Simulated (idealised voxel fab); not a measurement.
The name of this process module is voxel wiring stack.
Square cells of 5 nm make up the cross-section cut, whose width is 140 nm.
If you're reading a cross-section in this doc, picture square cells in a grid; it comes to you as bands, top ones listed first down to the bottom, and a band can be one or more rows of cells. Per band: top height and bottom height in nm, followed by the left-to-right materials and their widths in nm; "all across" marks a single material spanning edge to edge, "empty" marks empty space. Beneath 0, the wafer as received is one material, and that level is where height counting begins. The lowest band goes on downward without a bottom; it is written like "z 0 and below". A two-number width, for instance "30..40", indicates that the width is equal to the first number in the top row of the band and to the second number in the bottom row, and that it changes by a constant amount per row of cells. Where the words "nothing changed" appear for a step, the cross-section shows no cell changed by that step; every cell remained as before. Listed in "Fully closed voids": every empty space of 8 or more cells without an open way to the top. Form: width x height at distance, the distance being from the left edge, all in nm. Formally, on a step line, whatever follows the settings is a remark that the simulator itself makes on the step. The setting "overlay nm" may be written on the line of a step. When the step uses a mask, the value reports how far to the right of the planned place the mask lay, and a negative value reports that it lay to the left.
# The planned process steps are enumerated hereunder
1 RECEIVE, material Si
2 CONFORMAL_DEP, material SiO2, thk nm 10
3 CONFORMAL_DEP, material SiN, thk nm 5
4 DIRECTIONAL_DEP, material lowk, thk nm 15
5 PATTERN, tone open, mask id METAL_1, material resist, width nm 30, pitch nm 50, thk nm 20, overlay nm 0
6 DIRECTIONAL_ETCH, etch materials lowk, depth nm 15
7 DIRECTIONAL_ETCH, etch materials SiN, depth nm 5
8 STRIP, etch materials resist
9 CONFORMAL_DEP, material TiN, thk nm 5
10 FILL_DEP, material Cu, thk nm 5
11 CMP, height nm 30
12 CONFORMAL_DEP, material SiCN, thk nm 5
13 DIRECTIONAL_DEP, material SiO2, thk nm 30
14 MASKED_ETCH, tone open, mask id METAL_2_HOLES, width nm 15, pitch nm 50, etch materials SiO2, depth nm 30, overlay nm 0
15 DIRECTIONAL_DEP, material aC, thk nm 15
16 PATTERN, tone open, mask id METAL_2, material resist, width nm 30, pitch nm 50, thk nm 30, overlay nm 0
17 DIRECTIONAL_ETCH, etch materials aC, depth nm 15
18 STRIP, etch materials resist
19 DIRECTIONAL_ETCH, etch materials SiO2, depth nm 15
20 DIRECTIONAL_ETCH, etch materials SiCN, depth nm 5
21 STRIP, etch materials aC
22 CONFORMAL_DEP, material TiN, thk nm 5
23 FILL_DEP, material Cu, thk nm 5
24 CMP, height nm 65
25 CONFORMAL_DEP, material SiCN, thk nm 5
26 DIRECTIONAL_DEP, material lowk, thk nm 10
27 PATTERN, tone open, mask id PLUG_2, material resist, width nm 15, pitch nm 50, thk nm 15, overlay nm 0
28 DIRECTIONAL_ETCH, etch materials lowk, depth nm 10
29 DIRECTIONAL_ETCH, etch materials SiCN, depth nm 5
30 STRIP, etch materials resist
31 EPI, material Ru, thk nm 10
32 EPI, material Ru, thk nm 5
33 CONFORMAL_DEP, material SiCN, thk nm 5
34 DIRECTIONAL_DEP, material lowk, thk nm 15
35 PATTERN, tone open, mask id METAL_3, material resist, width nm 30, pitch nm 50, thk nm 20, overlay nm 0
36 DIRECTIONAL_ETCH, etch materials lowk, depth nm 15
37 DIRECTIONAL_ETCH, etch materials SiCN, depth nm 5
38 STRIP, etch materials resist
39 CONFORMAL_DEP, material TiN, thk nm 5
40 FILL_DEP, material Ru, thk nm 5
41 CMP, height nm 100
42 EPI, material Ru, thk nm 5
43 FILL_DEP, material SiCN, thk nm 5
44 DIRECTIONAL_DEP, material lowk, thk nm 30
45 PATTERN, tone open, mask id METAL_4_HOLES, material resist, width nm 15, thk nm 20, overlay nm 0
46 DIRECTIONAL_ETCH, etch materials lowk, depth nm 30
47 STRIP, etch materials resist
48 PATTERN, tone open, mask id METAL_4, material resist, width nm 20, pitch nm 50, thk nm 15, overlay nm 0
49 DIRECTIONAL_ETCH, etch materials lowk, depth nm 15
50 DIRECTIONAL_ETCH, etch materials SiCN, depth nm 5
51 STRIP, etch materials resist
52 CONFORMAL_DEP, material TiN, thk nm 5
53 FILL_DEP, material Cu, thk nm 10
54 CMP, height nm 140
55 CONFORMAL_DEP, material SiN, thk nm 5
Quick note for whoever runs this: the wafers start identical, but the width nm at step 48 isn't the same across them. The plan just shows what the first wafer had.
# first wafer as received, after step 1
z 0 and below: Si all across
Fully closed voids: none
# Here is how to read the rows: every wafer has a row, and it shows the wafer at the end of the module, giving for each material how many cells were gained (+) or lost (-) since the wafer was received, then listing its closed voids
width nm 20, +61 Cu, +58 Ru, +98 SiCN, +44 SiN, +170 SiO2, +109 TiN, +272 lowk, Fully closed voids: none
width nm 25, +65 Cu, +58 Ru, +98 SiCN, +44 SiN, +170 SiO2, +111 TiN, +266 lowk, Fully closed voids: none
width nm 30, +68 Cu, +58 Ru, +97 SiCN, +44 SiN, +170 SiO2, +112 TiN, +263 lowk, Fully closed voids: none
width nm 35, +72 Cu, +58 Ru, +97 SiCN, +44 SiN, +170 SiO2, +114 TiN, +257 lowk, Fully closed voids: none
